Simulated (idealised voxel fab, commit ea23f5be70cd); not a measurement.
Module name: voxel transistor to metal (process module)
Square cell edge 5 nm, section width 265 nm, ID cut.
When this document writes out a cross-section, it uses a grid of square cells and lists it as bands, beginning at the top and moving down, with a band standing for one or more rows of cells. Basically the band line says how high the top is and how high the bottom is, in nm, and then what's in it from left to right, every material with its width in nm. Empty space shows up as "blank", and if a single material carries "all across" it runs the full band edge to edge. Note: height 0 marks the level under which the wafer is uniformly one material as received. Lowest band unbounded below, written "0..down". When a width is written as two numbers, as in "30->40", the first number is the width in the top row of cells of the band and the second is the width in its bottom row, and the width changes by the same amount from each row to the next. No cell of the cross-section changed in a step that is given as "nothing changed". Under "Voids, enclosed" you'll find the enclosed gaps, the ones with no way out to the top, that are 8 cells or bigger; each reads width x height at distance, with distance counted from the left edge, everything in nm. Note: text after step settings on the step line = simulator remark on that step. "overlay nm" denotes, for a step that has a mask, the displacement of the mask to the right of its planned place, with negative values corresponding to the left.
# The planned process steps are enumerated hereunder
1) RECEIVE, material Si
2) CONFORMAL_DEP, material SiO2, thk nm 5
3) CONFORMAL_DEP, material SiN, thk nm 10
4) PATTERN, tone cover, mask id ACTIVE, material resist, width nm 100, pitch nm 125, thk nm 20, overlay nm 0
5) DIRECTIONAL_ETCH, etch materials SiN, depth nm 10
6) DIRECTIONAL_ETCH, etch materials SiO2, depth nm 5
7) DIRECTIONAL_ETCH, etch materials Si, depth nm 25
8) STRIP, etch materials resist
9) OXIDIZE, depth nm 5
10) FILL_DEP, material SiO2, thk nm 5
11) CMP, height nm 15
12) SELECTIVE_ETCH, etch materials SiO2, depth nm 10
13) STRIP, etch materials SiN
14) SELECTIVE_ETCH, etch materials SiO2, depth nm 5
15) OXIDIZE, depth nm 5
16) DIRECTIONAL_DEP, material polySi, thk nm 30
17) DIRECTIONAL_DEP, material SiCN, thk nm 15
18) DIRECTIONAL_DEP, material aC, thk nm 15
19) PATTERN, tone cover, mask id GATE, material resist, width nm 20, pitch nm 125, thk nm 30, overlay nm 0
20) DIRECTIONAL_ETCH, etch materials aC, depth nm 15
21) STRIP, etch materials resist
22) DIRECTIONAL_ETCH, etch materials SiCN, depth nm 25
23) DIRECTIONAL_ETCH, etch materials polySi, depth nm 40
24) STRIP, etch materials aC
25) CONFORMAL_DEP, material SiN, thk nm 10
26) DIRECTIONAL_ETCH, etch materials SiN, depth nm 10
27) DIRECTIONAL_ETCH, etch materials SiO2, depth nm 5
28) DIRECTIONAL_ETCH, etch materials Si, depth nm 10
29) EPI, material SiGe, thk nm 15
30) FILL_DEP, material SiO2, thk nm 5
31) CMP, height nm 45
32) DIRECTIONAL_DEP, material SiO2, thk nm 15
33) DIRECTIONAL_DEP, material aC, thk nm 15
34) PATTERN, tone open, mask id CONTACT, material resist, width nm 20, thk nm 35, overlay nm 0
35) DIRECTIONAL_ETCH, etch materials aC, depth nm 15
36) STRIP, etch materials resist
37) DIRECTIONAL_ETCH, etch materials SiO2, depth nm 60
38) STRIP, etch materials aC
39) CONFORMAL_DEP, material TiN, thk nm 5
40) FILL_DEP, material Ru, thk nm 10
41) CMP, height nm 60
42) CONFORMAL_DEP, material SiN, thk nm 5
43) DIRECTIONAL_DEP, material lowk, thk nm 20
44) PATTERN, tone open, mask id METAL_1, material resist, width nm 20, thk nm 20, overlay nm 0
45) DIRECTIONAL_ETCH, etch materials lowk, depth nm 20
46) DIRECTIONAL_ETCH, etch materials SiN, depth nm 5
47) STRIP, etch materials resist
48) CONFORMAL_DEP, material TiN, thk nm 5
49) FILL_DEP, material Ru, thk nm 5
50) CMP, height nm 85
51) CONFORMAL_DEP, material SiCN, thk nm 5
52) DIRECTIONAL_DEP, material lowk, thk nm 25
53) DIRECTIONAL_DEP, material aC, thk nm 15
54) PATTERN, tone open, mask id METAL_2_HOLES, material resist, width nm 15, pitch nm 125, thk nm 35, overlay nm 0
55) DIRECTIONAL_ETCH, etch materials aC, depth nm 15
56) STRIP, etch materials resist
57) DIRECTIONAL_ETCH, etch materials lowk, depth nm 25
58) STRIP, etch materials aC
59) PATTERN, tone open, mask id METAL_2, material resist, width nm 20, pitch nm 125, thk nm 20, overlay nm 0
60) DIRECTIONAL_ETCH, etch materials lowk, depth nm 15
61) DIRECTIONAL_ETCH, etch materials SiCN, depth nm 5
62) STRIP, etch materials resist
63) CONFORMAL_DEP, material TiN, thk nm 5
64) FILL_DEP, material Ru, thk nm 10
65) CMP, height nm 115
66) CONFORMAL_DEP, material SiN, thk nm 5
# Cross-section of the incoming wafer, state after step 1
* 0..down: Si all across
* Voids, enclosed: none
# End-of-module XS, first of two wafers, run as planned
* 120..115: SiN all across
* 115..105: lowk 25, then TiN 5, then Ru 10, then TiN 5, then lowk 105, then TiN 5, then Ru 10, then TiN 5, then lowk 95
* 105..100: lowk 25, then TiN 5, then Ru 5, then TiN 10, then lowk 105, then TiN 5, then Ru 5, then TiN 10, then lowk 95
* 100..90: lowk 25, then TiN 5, then Ru 5, then TiN 5, then lowk 110, then TiN 5, then Ru 5, then TiN 5, then lowk 100
* 90..85: SiCN 25, then TiN 15, then SiCN 110, then TiN 15, then SiCN 100
* 85..65: lowk 25, then TiN 5, then Ru 10, then TiN 5, then lowk 50, then TiN 5, then Ru 10, then TiN 5, then lowk 35, then TiN 5, then Ru 10, then TiN 5, then lowk 50, then TiN 5, then Ru 10, then TiN 5, then lowk 25
* 65..60: SiN 25, then TiN 20, then SiN 50, then TiN 20, then SiN 35, then TiN 20, then SiN 50, then TiN 20, then SiN 25
* 60..45: SiO2 25, then TiN 5, then Ru 10, then TiN 5, then SiO2 50, then TiN 5, then Ru 10, then TiN 5, then SiO2 35, then TiN 5, then Ru 10, then TiN 5, then SiO2 50, then TiN 5, then Ru 10, then TiN 5, then SiO2 25
* 45..30: SiO2 25, then TiN 5, then Ru 10, then TiN 5, then SiO2 5, then SiN 10, then SiCN 20, then SiN 10, then SiO2 5, then TiN 5, then Ru 10, then TiN 5, then SiO2 35, then TiN 5, then Ru 10, then TiN 5, then SiO2 5, then SiN 10, then SiCN 20, then SiN 10, then SiO2 5, then TiN 5, then Ru 10, then TiN 5, then SiO2 25
* 30..15: SiO2 25, then TiN 5, then Ru 10, then TiN 5, then SiO2 5, then SiN 10, then polySi 20, then SiN 10, then SiO2 5, then TiN 5, then Ru 10, then TiN 5, then SiO2 35, then TiN 5, then Ru 10, then TiN 5, then SiO2 5, then SiN 10, then polySi 20, then SiN 10, then SiO2 5, then TiN 5, then Ru 10, then TiN 5, then SiO2 25
* 15..10: SiO2 25, then TiN 20, then SiO2 5, then SiN 10, then polySi 20, then SiN 10, then SiO2 5, then TiN 20, then SiO2 35, then TiN 20, then SiO2 5, then SiN 10, then polySi 20, then SiN 10, then SiO2 5, then TiN 20, then SiO2 25
* 10..0: SiO2 25, then TiN 10, then SiGe 15, then SiN 10, then polySi 20, then SiN 10, then SiGe 15, then TiN 10, then SiO2 35, then TiN 10, then SiGe 15, then SiN 10, then polySi 20, then SiN 10, then SiGe 15, then TiN 10, then SiO2 25
* 0..-5: SiO2 20, then SiGe 30, then SiO2 40, then SiGe 30, then SiO2 25, then SiGe 30, then SiO2 40, then SiGe 30, then SiO2 20
* -5..-15: SiO2 25, then SiGe 25, then Si 40, then SiGe 25, then SiO2 35, then SiGe 25, then Si 40, then SiGe 25, then SiO2 25
* -15..-30: SiO2 25, then Si 90, then SiO2 35, then Si 90, then SiO2 25
* -30..down: Si all across
* Voids, enclosed: none
# Wafer two cross-section, module end. Start and plan unchanged from wafer one; one mistake made during the run
* 120..115: SiN all across
* 115..105: lowk 25, then TiN 5, then Ru 10, then TiN 5, then lowk 105, then TiN 5, then Ru 10, then TiN 5, then lowk 95
* 105..100: lowk 25, then TiN 5, then Ru 5, then TiN 10, then lowk 105, then TiN 5, then Ru 5, then TiN 10, then lowk 95
* 100..90: lowk 25, then TiN 5, then Ru 5, then TiN 5, then lowk 110, then TiN 5, then Ru 5, then TiN 5, then lowk 100
* 90..85: SiCN 25, then TiN 15, then SiCN 110, then TiN 15, then SiCN 100
* 85..65: lowk 25, then TiN 5, then Ru 10, then TiN 5, then lowk 50, then TiN 5, then Ru 10, then TiN 5, then lowk 35, then TiN 5, then Ru 10, then TiN 5, then lowk 50, then TiN 5, then Ru 10, then TiN 5, then lowk 25
* 65..60: SiN 25, then TiN 20, then SiN 50, then TiN 20, then SiN 35, then TiN 20, then SiN 50, then TiN 20, then SiN 25
* 60..45: SiO2 25, then TiN 5, then Ru 10, then TiN 5, then SiO2 50, then TiN 5, then Ru 10, then TiN 5, then SiO2 35, then TiN 5, then Ru 10, then TiN 5, then SiO2 50, then TiN 5, then Ru 10, then TiN 5, then SiO2 25
* 45..30: SiO2 25, then TiN 5, then Ru 10, then TiN 5, then SiO2 5, then SiN 10, then SiCN 20, then SiN 10, then SiO2 5, then TiN 5, then Ru 10, then TiN 5, then SiO2 35, then TiN 5, then Ru 10, then TiN 5, then SiO2 5, then SiN 10, then SiCN 20, then SiN 10, then SiO2 5, then TiN 5, then Ru 10, then TiN 5, then SiO2 25
* 30..15: SiO2 25, then TiN 5, then Ru 10, then TiN 5, then SiO2 5, then SiN 10, then polySi 20, then SiN 10, then SiO2 5, then TiN 5, then Ru 10, then TiN 5, then SiO2 35, then TiN 5, then Ru 10, then TiN 5, then SiO2 5, then SiN 10, then polySi 20, then SiN 10, then SiO2 5, then TiN 5, then Ru 10, then TiN 5, then SiO2 25
* 15..10: SiO2 25, then TiN 20, then SiO2 5, then SiN 10, then polySi 20, then SiN 10, then SiO2 5, then TiN 20, then SiO2 35, then TiN 20, then SiO2 5, then SiN 10, then polySi 20, then SiN 10, then SiO2 5, then TiN 20, then SiO2 25
* 10..0: SiO2 25, then TiN 10, then SiGe 15, then SiN 10, then polySi 20, then SiN 10, then SiGe 15, then TiN 10, then SiO2 35, then TiN 10, then SiGe 15, then SiN 10, then polySi 20, then SiN 10, then SiGe 15, then TiN 10, then SiO2 25
* 0..-5: SiO2 25, then SiGe 25, then SiO2 40, then SiGe 30, then SiO2 30, then SiGe 25, then SiO2 40, then SiGe 30, then SiO2 20
* -5..-15: SiO2 30, then SiGe 20, then Si 40, then SiGe 25, then SiO2 40, then SiGe 20, then Si 40, then SiGe 25, then SiO2 25
* -15..-30: SiO2 30, then Si 85, then SiO2 40, then Si 85, then SiO2 25
* -30..down: Si all across
* Voids, enclosed: none
Which mistake was made when the wafer was run? it should be noted that step 4 was executed with settings other than those planned, the operation and settings actually applied being PATTERN, tone cover, mask id ACTIVE, material resist, width nm 95, pitch nm 125, thk nm 20, overlay nm 0
Upon completion, the second wafer contains, in terms of cells, a greater or smaller amount of certain materials than the first wafer: 6 fewer of Si | 6 fewer of SiGe | 12 more of SiO2
